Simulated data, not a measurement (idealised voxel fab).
This is a process module. Its name is voxel trench capacitor.
It is cross-section cut that appears here, measuring 265 nm in width, its square cells being 5 nm in size.
Heads up, the way a cross-section reads in here is a grid of square cells, handed over as bands from the top down, with every band being one or more rows of cells. Look at the band entry: it leads with the top's height and the bottom's height in nm. Then it lists the materials left to right, with a width in nm for each. The word "throughout" on a single material says that material fills the band edge to edge. The word "air" is empty space. For the purposes of this specification, 0 denotes the height below which the wafer in its as-received condition is composed wholly of one material, and the lowermost band, lacking a lower limit, extends downward without end, as expressed in "0 -> down". Top row gets the first number, bottom row gets the second, and each row in between changes by the same step: that is how a band width like "30->40" works. "left unchanged" -> step changed no cross-section cell. In the "Completely enclosed voids" entry, you get each enclosed empty space of 8 cells or more, one with no open way to the top, written width x height at distance, distance from the left edge, in nm. On a step's line, text after the settings is the simulator commenting on that step. If you see "overlay nm" on a step's line and that step has a mask, it's telling you how far right of where it was planned the mask ended up; a negative number means it went left instead.
[Below is the list of planned process steps]
1 RECEIVE (material Si)
2 CONFORMAL_DEP (material SiN; thk nm 5)
3 MASKED_ETCH (tone open; mask id TRENCH; width nm 30; pitch nm 55; etch materials SiN; depth nm 5; overlay nm 0)
4 MASKED_ETCH (tone open; mask id TRENCH; width nm 30; pitch nm 55; etch materials Si; depth nm 25; overlay nm 0)
5 CONFORMAL_DEP (material HfO2; thk nm 5)
6 CONFORMAL_DEP (material TiN; thk nm 5)
7 FILL_DEP (material W; thk nm 5)
8 CMP (height nm 5)
[The following pertains to the first of two wafers, which was processed as planned]
[Here's what the wafer looked like in cross-section when it arrived - that's after step 1]
  0 -> down | Si throughout
  Completely enclosed voids: none
[After step 2: wafer cross-section]
  5 -> 0 | SiN throughout
  Below a height of 0, the structure has not been altered.
[After step 3: wafer cross-section]
  5 -> 0 | SiN 60 nm | air 30 nm | SiN 25 nm | air 30 nm | SiN 25 nm | air 30 nm | SiN 65 nm
  Below a height of 0, the structure has not been altered.
[After step 4: wafer cross-section]
  5 -> 0 | SiN 60 nm | air 30 nm | SiN 25 nm | air 30 nm | SiN 25 nm | air 30 nm | SiN 65 nm
  0 -> -25 | Si 60 nm | air 30 nm | Si 25 nm | air 30 nm | Si 25 nm | air 30 nm | Si 65 nm
  Below a height of -25, the structure has not been altered.
[After step 5: wafer cross-section]
  10 -> 5 | HfO2 65 nm | air 20 nm | HfO2 35 nm | air 20 nm | HfO2 35 nm | air 20 nm | HfO2 70 nm
  5 -> 0 | SiN 60 nm | HfO2 5 nm | air 20 nm | HfO2 5 nm | SiN 25 nm | HfO2 5 nm | air 20 nm | HfO2 5 nm | SiN 25 nm | HfO2 5 nm | air 20 nm | HfO2 5 nm | SiN 65 nm
  0 -> -20 | Si 60 nm | HfO2 5 nm | air 20 nm | HfO2 5 nm | Si 25 nm | HfO2 5 nm | air 20 nm | HfO2 5 nm | Si 25 nm | HfO2 5 nm | air 20 nm | HfO2 5 nm | Si 65 nm
  -20 -> -25 | Si 60 nm | HfO2 30 nm | Si 25 nm | HfO2 30 nm | Si 25 nm | HfO2 30 nm | Si 65 nm
  Below a height of -25, the structure has not been altered.
[After step 6: wafer cross-section]
  15 -> 10 | TiN 70 nm | air 10 nm | TiN 45 nm | air 10 nm | TiN 45 nm | air 10 nm | TiN 75 nm
  10 -> 5 | HfO2 65 nm | TiN 5 nm | air 10 nm | TiN 5 nm | HfO2 35 nm | TiN 5 nm | air 10 nm | TiN 5 nm | HfO2 35 nm | TiN 5 nm | air 10 nm | TiN 5 nm | HfO2 70 nm
  5 -> 0 | SiN 60 nm | HfO2 5 nm | TiN 5 nm | air 10 nm | TiN 5 nm | HfO2 5 nm | SiN 25 nm | HfO2 5 nm | TiN 5 nm | air 10 nm | TiN 5 nm | HfO2 5 nm | SiN 25 nm | HfO2 5 nm | TiN 5 nm | air 10 nm | TiN 5 nm | HfO2 5 nm | SiN 65 nm
  0 -> -15 | Si 60 nm | HfO2 5 nm | TiN 5 nm | air 10 nm | TiN 5 nm | HfO2 5 nm | Si 25 nm | HfO2 5 nm | TiN 5 nm | air 10 nm | TiN 5 nm | HfO2 5 nm | Si 25 nm | HfO2 5 nm | TiN 5 nm | air 10 nm | TiN 5 nm | HfO2 5 nm | Si 65 nm
  -15 -> -20 | Si 60 nm | HfO2 5 nm | TiN 20 nm | HfO2 5 nm | Si 25 nm | HfO2 5 nm | TiN 20 nm | HfO2 5 nm | Si 25 nm | HfO2 5 nm | TiN 20 nm | HfO2 5 nm | Si 65 nm
  Below a height of -20, the structure has not been altered.
[After step 7: wafer cross-section]
  20 -> 15 | W throughout
  15 -> 10 | TiN 70 nm | W 10 nm | TiN 45 nm | W 10 nm | TiN 45 nm | W 10 nm | TiN 75 nm
  10 -> 5 | HfO2 65 nm | TiN 5 nm | W 10 nm | TiN 5 nm | HfO2 35 nm | TiN 5 nm | W 10 nm | TiN 5 nm | HfO2 35 nm | TiN 5 nm | W 10 nm | TiN 5 nm | HfO2 70 nm
  5 -> 0 | SiN 60 nm | HfO2 5 nm | TiN 5 nm | W 10 nm | TiN 5 nm | HfO2 5 nm | SiN 25 nm | HfO2 5 nm | TiN 5 nm | W 10 nm | TiN 5 nm | HfO2 5 nm | SiN 25 nm | HfO2 5 nm | TiN 5 nm | W 10 nm | TiN 5 nm | HfO2 5 nm | SiN 65 nm
  0 -> -15 | Si 60 nm | HfO2 5 nm | TiN 5 nm | W 10 nm | TiN 5 nm | HfO2 5 nm | Si 25 nm | HfO2 5 nm | TiN 5 nm | W 10 nm | TiN 5 nm | HfO2 5 nm | Si 25 nm | HfO2 5 nm | TiN 5 nm | W 10 nm | TiN 5 nm | HfO2 5 nm | Si 65 nm
  Below a height of -15, the structure has not been altered.
[After step 8: wafer cross-section]
  5 -> 0 | SiN 60 nm | HfO2 5 nm | TiN 5 nm | W 10 nm | TiN 5 nm | HfO2 5 nm | SiN 25 nm | HfO2 5 nm | TiN 5 nm | W 10 nm | TiN 5 nm | HfO2 5 nm | SiN 25 nm | HfO2 5 nm | TiN 5 nm | W 10 nm | TiN 5 nm | HfO2 5 nm | SiN 65 nm
  Below a height of 0, the structure has not been altered.
[Second Wafer (Identical Start and Plan, One Processing Error; Matches First Wafer Through Step 7)]
[Second wafer, cut view, end of step 8 per plan]
  15 -> 10 | TiN 70 nm | W 10 nm | TiN 45 nm | W 10 nm | TiN 45 nm | W 10 nm | TiN 75 nm
  Below a height of 10, the structure has not been altered.
Against the plan, the run slipped here: contrary to plan, step 8 was performed as CMP (height nm 15)
Count the cells at the end and the second wafer has more or fewer of some materials than the first: HfO2 +41; TiN +53; W +12
